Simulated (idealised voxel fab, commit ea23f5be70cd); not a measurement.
The document below concerns the process module designated voxel gate over fins.
We display cut, a cross-section 150 nm in width whose square cells are each 5 nm.
In this document a cross-section is written as a grid of square cells. It is given as a series of bands, listed from the top down, and a band is one or more rows of cells.
For a band, the entry starts with two heights in nm, that of the top and then that of the bottom, and carries on with the band's materials in order from left to right, each alongside its width in nm; the word "all across" beside a single material means it fills the band edge to edge, and "blank" means empty space.
The level at which height equals 0 is the one under which the wafer, as it arrives, is entirely one material. No lower edge exists for the bottom band, which continues downward and is notated as in "from 0 down".
A width such as "30->40" changes by the same amount from each row of cells to the next, from the band's top row to its bottom row.
"everything unchanged" for a step: no cell of the cross-section changed in that step.
Listed in "Closed void table": every empty space of 8 or more cells without an open way to the top. Form: width x height at distance, the distance being from the left edge, all in nm.
Anything after a step's settings on that line? It's the simulator's own note about the step.
"overlay nm" answers the question of how far to the right of plan the mask lay on a step that has a mask, and when it is negative the answer is to the left.

Steps in the process plan
1: RECEIVE | material Si
2: CONFORMAL_DEP | material SiN | thk nm 10
3: PATTERN | tone cover | mask id FINS | material resist | width nm 15 | pitch nm 35 | thk nm 15 | overlay nm 0
4: DIRECTIONAL_ETCH | etch materials SiN | depth nm 10
5: DIRECTIONAL_ETCH | etch materials Si | depth nm 30
6: STRIP | etch materials resist
7: OXIDIZE | depth nm 5
8: FILL_DEP | material SiO2 | thk nm 10
9: CMP | height nm 10
10: SELECTIVE_ETCH | etch materials SiO2 | depth nm 20
11: STRIP | etch materials SiN
12: CONFORMAL_DEP | material HfO2 | thk nm 5
13: CONFORMAL_DEP | material TiN | thk nm 5
14: CONFORMAL_DEP | material TiAl | thk nm 5
15: CONFORMAL_DEP | material TiN | thk nm 5
16: FILL_DEP | material W | thk nm 10
17: CMP | height nm 25
18: CONFORMAL_DEP | material SiN | thk nm 5

Here's what the wafer looked like in cross-section when it arrived - that's after step 1
    from 0 down = Si all across
    Closed void table: none

The cross-section shown corresponds to the wafer at the conclusion of the module. The initial structure and the process plan are those presented above; however, one mistake occurred in executing the plan
    from 30 to 25 = SiN all across
    from 25 to 20 = W all across
    from 20 to 15 = W: 15, TiN: 120, W: 15
    from 15 to 10 = W: 15, TiN: 5, TiAl: 110, TiN: 5, W: 15
    from 10 to 5 = TiN: 20, TiAl: 5, TiN: 30, TiAl: 5, TiN: 30, TiAl: 5, TiN: 30, TiAl: 5, TiN: 20
    from 5 to 0 = TiAl: 25, TiN: 5, HfO2: 20, TiN: 5, TiAl: 5, TiN: 5, HfO2: 20, TiN: 5, TiAl: 5, TiN: 5, HfO2: 20, TiN: 5, TiAl: 25
    from 0 to -5 = TiN: 30, HfO2: 5, Si: 10, HfO2: 5, TiN: 15, HfO2: 5, Si: 10, HfO2: 5, TiN: 15, HfO2: 5, Si: 10, HfO2: 5, TiN: 30
    from -5 to -10 = HfO2: 35, Si: 10, HfO2: 25, Si: 10, HfO2: 25, Si: 10, HfO2: 35
    from -10 to -35 = SiO2: 35, Si: 10, SiO2: 25, Si: 10, SiO2: 25, Si: 10, SiO2: 35
    from -35 down = Si all across
    Closed void table: none
Heads up, the wafer didn't run the way we planned it: not per plan at step 3, really ran PATTERN | tone cover | mask id FINS | material resist | width nm 20 | pitch nm 35 | thk nm 15 | overlay nm 0
